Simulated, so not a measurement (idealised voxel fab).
Presented below is a process module, voxel capacitor over wiring.
Square cell edge 5 nm, section width 240 nm, ID cut.
Cross-section format: a grid of square cells, given as bands from top to bottom; each band is one or more rows of cells. Band: top and bottom heights (nm) first, top before bottom; then materials from left to right, widths in nm. "all across" marks a sole material filling the band edge to edge. "blank" denotes empty space. Heights are reckoned from 0. Under this level, the received wafer is all of one material. The bottommost band is open-ended downward, for example "z 0 and below". You'd read "30..40" like this: the band's top row of cells is as wide as the first number, its bottom row is as wide as the second, and going down, every row changes width by the same amount as the row before did. Where a step carries "identical to before", the cross-section came out of it unchanged, cell for cell. "Completely enclosed voids" contains a list of empty spaces, each no smaller than 8 cells and without an open way to the top, written in the form width x height at distance with the distance from the left edge and all three in nm. Anything after a step's settings on that line? It's the simulator's own note about the step. On any step carrying a mask, the "overlay nm" setting, if present on the step's line, tells how far right of its planned place the mask lay; negative values point to the left.

-- The steps planned for the process are as follows
1) RECEIVE, material Si
2) CONFORMAL_DEP, material SiO2, thk nm 15
3) DIRECTIONAL_DEP, material TiN, thk nm 5
4) DIRECTIONAL_DEP, material W, thk nm 25
5) PATTERN, tone cover, mask id METAL_1, material resist, width nm 25, pitch nm 90, thk nm 20, overlay nm 0
6) DIRECTIONAL_ETCH, etch materials W, depth nm 25
7) DIRECTIONAL_ETCH, etch materials TiN, depth nm 5
8) STRIP, etch materials resist
9) CONFORMAL_DEP, material SiN, thk nm 5
10) FILL_DEP, material lowk, thk nm 5
11) CMP, height nm 45
12) CONFORMAL_DEP, material SiCN, thk nm 5
13) DIRECTIONAL_DEP, material SiO2, thk nm 15
14) DIRECTIONAL_DEP, material aC, thk nm 15
15) PATTERN, tone open, mask id PLUG_1, material resist, width nm 15, thk nm 30, overlay nm 0
16) DIRECTIONAL_ETCH, etch materials aC, depth nm 15
17) STRIP, etch materials resist
18) DIRECTIONAL_ETCH, etch materials SiO2, depth nm 15
19) DIRECTIONAL_ETCH, etch materials SiCN, depth nm 5
20) STRIP, etch materials aC
21) CONFORMAL_DEP, material TiN, thk nm 5
22) FILL_DEP, material Ru, thk nm 10
23) CMP, height nm 65
24) DIRECTIONAL_DEP, material TiN, thk nm 5
25) DIRECTIONAL_DEP, material Al2O3, thk nm 5
26) DIRECTIONAL_DEP, material TiN, thk nm 5
27) DIRECTIONAL_DEP, material aC, thk nm 10
28) PATTERN, tone cover, mask id UPPER_PLATE, material resist, width nm 70, thk nm 25, overlay nm 0
29) DIRECTIONAL_ETCH, etch materials aC, depth nm 10
30) STRIP, etch materials resist
31) DIRECTIONAL_ETCH, etch materials TiN, depth nm 5
32) DIRECTIONAL_ETCH, etch materials Al2O3, depth nm 5
33) STRIP, etch materials aC
34) PATTERN, tone cover, mask id LOWER_PLATE, material resist, width nm 80, thk nm 15, overlay nm 0
35) DIRECTIONAL_ETCH, etch materials TiN, depth nm 5
36) STRIP, etch materials resist
37) FILL_DEP, material SiO2, thk nm 15
38) CMP, height nm 90
39) PATTERN, tone open, mask id PLUG_2, material resist, width nm 15, thk nm 15, overlay nm 0
40) DIRECTIONAL_ETCH, etch materials SiO2, depth nm 10
41) STRIP, etch materials resist
42) CONFORMAL_DEP, material TiN, thk nm 5
43) FILL_DEP, material Ru, thk nm 5
44) CMP, height nm 90
45) CONFORMAL_DEP, material SiN, thk nm 5

-- Cross-sectional view of the wafer in its as-received condition, corresponding to the state after step 1
* z 0 and below = Si all across
* Completely enclosed voids: none

-- Module complete, cross-section. Starting point and plan per above. One mistake made in running the module
* z 95 to 90 = SiN all across
* z 90 to 85 = SiO2 70 nm | TiN 5 nm | Ru 5 nm | TiN 5 nm | SiO2 155 nm
* z 85 to 75 = SiO2 70 nm | TiN 15..70 nm | SiO2 155..100 nm
* z 75 to 70 = SiO2 70 nm | Al2O3 70 nm | SiO2 100 nm
* z 70 to 65 = SiO2 65 nm | TiN 80 nm | SiO2 95 nm
* z 65 to 50 = SiO2 70 nm | TiN 5 nm | Ru 5 nm | TiN 5 nm | SiO2 155 nm
* z 50 to 45 = SiCN 70 nm | TiN 15 nm | SiCN 155 nm
* z 45 to 20 = lowk 55 nm | SiN 5 nm | W 25 nm | SiN 5 nm | lowk 55 nm | SiN 5 nm | W 25 nm | SiN 5 nm | lowk 60 nm
* z 20 to 15 = SiN 60 nm | TiN 25 nm | SiN 65 nm | TiN 25 nm | SiN 65 nm
* z 15 to 0 = SiO2 all across
* z 0 and below = Si all across
* Completely enclosed voids: none
Deviation from plan: step 39 went in with a setting other than planned; the actual run was PATTERN, tone open, mask id PLUG_2, material resist, width nm 15, thk nm 15, overlay nm -10
